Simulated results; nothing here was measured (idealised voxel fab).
Process module heading - voxel gate over fins
Square cells of 5 nm make up the cross-section cut, whose width is 225 nm.
Think of the cross-section as a grid of square cells. We describe it in bands, top to bottom, and each band covers one or more rows of those cells. Each band's line starts with the height of the band's top and of its bottom, in nm. Then come its materials from left to right, each with its width in nm. One material with "throughout" fills the band from edge to edge. "blank" is empty space. We count height from 0. Below that, the starting wafer is all one material. The lowest band never ends at the bottom but goes on down; see "0 down" for how that is written. Think of "30..40" as a width that walks from the first number to the second as you go down the band, top row to bottom row, taking equal-sized steps from row to row. A step reported as "no alteration" is a step in which no cell of the cross-section changed. Listed in "Trapped voids": every empty space of 8 or more cells without an open way to the top. Form: width x height at distance, the distance being from the left edge, all in nm. What comes after the settings on a step's line is commentary from the simulator itself on that step. The optional step-line setting "overlay nm" applies to steps with a mask and quantifies how far to the right of its planned location the mask lay, a negative value indicating leftward placement.
Process steps foreseen in the plan
1) RECEIVE | material Si
2) CONFORMAL_DEP | material SiN | thk nm 5
3) PATTERN | tone cover | mask id FINS | material resist | width nm 15 | pitch nm 40 | thk nm 15 | overlay nm 0
4) DIRECTIONAL_ETCH | etch materials SiN | depth nm 5
5) DIRECTIONAL_ETCH | etch materials Si | depth nm 40
6) STRIP | etch materials resist
7) OXIDIZE | depth nm 5
8) FILL_DEP | material SiO2 | thk nm 10
9) CMP | height nm 5
10) SELECTIVE_ETCH | etch materials SiO2 | depth nm 15
11) STRIP | etch materials SiN
12) CONFORMAL_DEP | material HfO2 | thk nm 5
13) CONFORMAL_DEP | material TiN | thk nm 5
14) FILL_DEP | material W | thk nm 15
15) CMP | height nm 20
16) CONFORMAL_DEP | material SiCN | thk nm 5
Shown in cross-section is the wafer as received, that is, as it stands after step 1
* 0 down: Si throughout
* Trapped voids: none
End-of-module XS, first of two wafers, run as planned
* 25 to 20: SiCN throughout
* 20 to 10: W throughout
* 10 to 5: 40 nm W | 25 nm TiN | 15 nm W | 25 nm TiN | 15 nm W | 25 nm TiN | 15 nm W | 25 nm TiN | 40 nm W
* 5 to 0: 40 nm W | 5 nm TiN | 15 nm HfO2 | 5 nm TiN | 15 nm W | 5 nm TiN | 15 nm HfO2 | 5 nm TiN | 15 nm W | 5 nm TiN | 15 nm HfO2 | 5 nm TiN | 15 nm W | 5 nm TiN | 15 nm HfO2 | 5 nm TiN | 40 nm W
* 0 to -5: 45 nm TiN | 5 nm HfO2 | 5 nm Si | 5 nm HfO2 | 25 nm TiN | 5 nm HfO2 | 5 nm Si | 5 nm HfO2 | 25 nm TiN | 5 nm HfO2 | 5 nm Si | 5 nm HfO2 | 25 nm TiN | 5 nm HfO2 | 5 nm Si | 5 nm HfO2 | 45 nm TiN
* -5 to -10: 50 nm HfO2 | 5 nm Si | 35 nm HfO2 | 5 nm Si | 35 nm HfO2 | 5 nm Si | 35 nm HfO2 | 5 nm Si | 50 nm HfO2
* -10 to -45: 50 nm SiO2 | 5 nm Si | 35 nm SiO2 | 5 nm Si | 35 nm SiO2 | 5 nm Si | 35 nm SiO2 | 5 nm Si | 50 nm SiO2
* -45 down: Si throughout
* Trapped voids: none
Wafer two (of two), end-of-module cross-section: start = wafer one, plan = wafer one, one run mistake
* 25 to 20: SiCN throughout
* 20 to 10: W throughout
* 10 to 5: 40 nm W | 25 nm TiN | 15 nm W | 25 nm TiN | 15 nm W | 25 nm TiN | 15 nm W | 25 nm TiN | 40 nm W
* 5 to 0: 40 nm W | 5 nm TiN | 15 nm HfO2 | 5 nm TiN | 15 nm W | 5 nm TiN | 15 nm HfO2 | 5 nm TiN | 15 nm W | 5 nm TiN | 15 nm HfO2 | 5 nm TiN | 15 nm W | 5 nm TiN | 15 nm HfO2 | 5 nm TiN | 40 nm W
* 0 to -15: 40 nm W | 5 nm TiN | 5 nm HfO2 | 5 nm Si | 5 nm HfO2 | 5 nm TiN | 15 nm W | 5 nm TiN | 5 nm HfO2 | 5 nm Si | 5 nm HfO2 | 5 nm TiN | 15 nm W | 5 nm TiN | 5 nm HfO2 | 5 nm Si | 5 nm HfO2 | 5 nm TiN | 15 nm W | 5 nm TiN | 5 nm HfO2 | 5 nm Si | 5 nm HfO2 | 5 nm TiN | 40 nm W
* -15 to -20: 45 nm TiN | 5 nm HfO2 | 5 nm Si | 5 nm HfO2 | 25 nm TiN | 5 nm HfO2 | 5 nm Si | 5 nm HfO2 | 25 nm TiN | 5 nm HfO2 | 5 nm Si | 5 nm HfO2 | 25 nm TiN | 5 nm HfO2 | 5 nm Si | 5 nm HfO2 | 45 nm TiN
* -20 to -25: 50 nm HfO2 | 5 nm Si | 35 nm HfO2 | 5 nm Si | 35 nm HfO2 | 5 nm Si | 35 nm HfO2 | 5 nm Si | 50 nm HfO2
* -25 to -45: 50 nm SiO2 | 5 nm Si | 35 nm SiO2 | 5 nm Si | 35 nm SiO2 | 5 nm Si | 35 nm SiO2 | 5 nm Si | 50 nm SiO2
* -45 down: Si throughout
* Trapped voids: none
The plan and the run diverged here: it should be noted that step 10 of the plan was executed twice
Heads up, by the end the second wafer has more or fewer cells of some materials compared to the first: 24 more of HfO2; 123 fewer of SiO2; 24 more of TiN; 75 more of W
